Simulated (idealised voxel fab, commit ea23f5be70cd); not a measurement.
The following is a process module called voxel tone inversion.
The width of the displayed cross-section, cut, is 280 nm; its cells are square, with a size of 5 nm.
In this document a cross-section is written as a grid of square cells. It is given as a series of bands, listed from the top down, and a band is one or more rows of cells. It is stipulated that each band's entry specify, in nanometres, the height of the top of the band and then that of its bottom, followed by the materials of the band in left-to-right sequence, each together with its width in nanometres. A single material marked by the word "all across" is understood to fill the band from edge to edge; the word "air" is understood to denote empty space. A quick word on heights: they are counted from 0, and under that level the wafer as it came to us is one material throughout. The lowest band is different from the rest in having no bottom; it simply continues downward, written as in "0 and below". You'd read "30->40" like this: the band's top row of cells is as wide as the first number, its bottom row is as wide as the second, and going down, every row changes width by the same amount as the row before did. A step reported as "nothing different" is a step in which no cell of the cross-section changed. The entry titled "Closed void entries" provides the empty spaces that have no open way to the top, restricted to those of 8 cells or more. Each is presented as width x height at distance, the distance being measured from the left edge, with all three in nm. Anything after a step's settings on that line? It's the simulator's own note about the step. overlay nm: on a step with a mask, how far right of its planned place the mask lay; negative means left.

Steps in the process plan:
1 RECEIVE,material Si
2 CONFORMAL_DEP,material SiCN,thk nm 10
3 DIRECTIONAL_DEP,material aC,thk nm 15
4 PATTERN,tone cover,mask id POSTS,material resist,width nm 20,pitch nm 40,thk nm 25,overlay nm 0
5 DIRECTIONAL_ETCH,etch materials aC,depth nm 15
6 STRIP,etch materials resist
7 FILL_DEP,material SiO2,thk nm 5
8 CMP,height nm 25
9 STRIP,etch materials aC
10 CONFORMAL_DEP,material TiN,thk nm 5
11 FILL_DEP,material Ru,thk nm 10
12 CMP,height nm 25
13 CONFORMAL_DEP,material SiN,thk nm 5

The cross-section here shows the wafer as received, i.e. in its state after step 1:
> 0 and below  Si all across
> Closed void entries: none

Module complete - cross-section of the first of two wafers, run according to plan:
> 30 down to 25  SiN all across
> 25 down to 15  SiO2 70 nm / TiN 5 nm / Ru 10 nm / TiN 5 nm / SiO2 20 nm / TiN 5 nm / Ru 10 nm / TiN 5 nm / SiO2 20 nm / TiN 5 nm / Ru 10 nm / TiN 5 nm / SiO2 20 nm / TiN 5 nm / Ru 10 nm / TiN 5 nm / SiO2 70 nm
> 15 down to 10  SiO2 70 nm / TiN 20 nm / SiO2 20 nm / TiN 20 nm / SiO2 20 nm / TiN 20 nm / SiO2 20 nm / TiN 20 nm / SiO2 70 nm
> 10 down to 0  SiCN all across
> 0 and below  Si all across
> Closed void entries: none

Cross-sectional view: second of two wafers, end of module; start and plan identical to the first, one mistake in running:
> 30 down to 25  SiN all across
> 25 down to 15  Ru 65 nm / TiN 5 nm / SiO2 20 nm / TiN 5 nm / Ru 10 nm / TiN 5 nm / SiO2 20 nm / TiN 5 nm / Ru 10 nm / TiN 5 nm / SiO2 20 nm / TiN 5 nm / Ru 10 nm / TiN 5 nm / SiO2 20 nm / TiN 5 nm / Ru 65 nm
> 15 down to 10  TiN 70 nm / SiO2 20 nm / TiN 20 nm / SiO2 20 nm / TiN 20 nm / SiO2 20 nm / TiN 20 nm / SiO2 20 nm / TiN 70 nm
> 10 down to 0  SiCN all across
> 0 and below  Si all across
> Closed void entries: none
Plan not followed: step 4 did not use the planned setting and instead ran as PATTERN,tone open,mask id POSTS,material resist,width nm 20,pitch nm 40,thk nm 25,overlay nm 0
Final tally in cells, some materials are higher or lower on the second wafer than on the first: 48 more of Ru | 72 fewer of SiO2 | 24 more of TiN
